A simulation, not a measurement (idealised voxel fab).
Proc. module: voxel released beams
The figure presents cross-section cut, which has a width of 195 nm and is divided into square cells with an edge length of 5 nm.
Square cells in a grid make up a cross-section in this document, and the grid is given as bands, listed from the top down, each one or more rows of cells.
What a band's entry tells you: where the top is and where the bottom is, as heights in nm, and after that what lies inside, material by material from left to right, each with its width in nm. Empty space is written as the word "blank", and a single material marked with the word "throughout" occupies the band from edge to edge.
Heights are expressed relative to 0, this being the level below which the as-received wafer comprises one material exclusively. The lowest band is unbounded in the downward direction and is denoted as in "z 0 and below".
A two-number width, for instance "30 to 40", indicates that the width is equal to the first number in the top row of the band and to the second number in the bottom row, and that it changes by a constant amount per row of cells.
When a step is marked "remained unchanged", none of the cells in the cross-section changed during that step.
Heads up: "Closed void register" only lists the empty pockets with no open path to the top that are 8 cells or more, and it writes them as width x height at distance, distance from the left edge, in nm.
Heads up: the bit after the settings on a step's line is the simulator's remark on that step.
The setting "overlay nm" may be written on the line of a step. When the step uses a mask, the value reports how far to the right of the planned place the mask lay, and a negative value reports that it lay to the left.
### Listed below are the process steps as planned
1,RECEIVE [material Si]
2,CONFORMAL_DEP [material SiN] [thk nm 5]
3,DIRECTIONAL_DEP [material SiO2] [thk nm 15]
4,DIRECTIONAL_DEP [material aC] [thk nm 10]
5,PATTERN [tone open] [mask id ANCHOR] [material resist] [width nm 35] [thk nm 30] [overlay nm 0]
6,DIRECTIONAL_ETCH [etch materials aC] [depth nm 10]
7,STRIP [etch materials resist]
8,DIRECTIONAL_ETCH [etch materials SiO2] [depth nm 15]
9,STRIP [etch materials aC]
10,CONFORMAL_DEP [material polySi] [thk nm 15]
11,MASKED_ETCH [tone cover] [mask id BEAM] [width nm 120] [etch materials polySi] [depth nm 15] [overlay nm 0]
12,STRIP [etch materials SiO2]
### Cross-section of the wafer at receipt, which is the condition after step 1
    z 0 and below  Si throughout
    Closed void register: none
### Post-module cross-section: identical start and plan to those above, one misstep in execution
    z 35 to 20  blank (35); polySi (120); blank (40)
    z 20 to 5  blank (45); polySi (25); blank (125)
    z 5 to 0  SiN throughout
    z 0 and below  Si throughout
    Closed void register: none
Processing error: step 5 was processed under conditions differing from the plan, specifically as PATTERN [tone open] [mask id ANCHOR] [material resist] [width nm 25] [thk nm 30] [overlay nm 0]
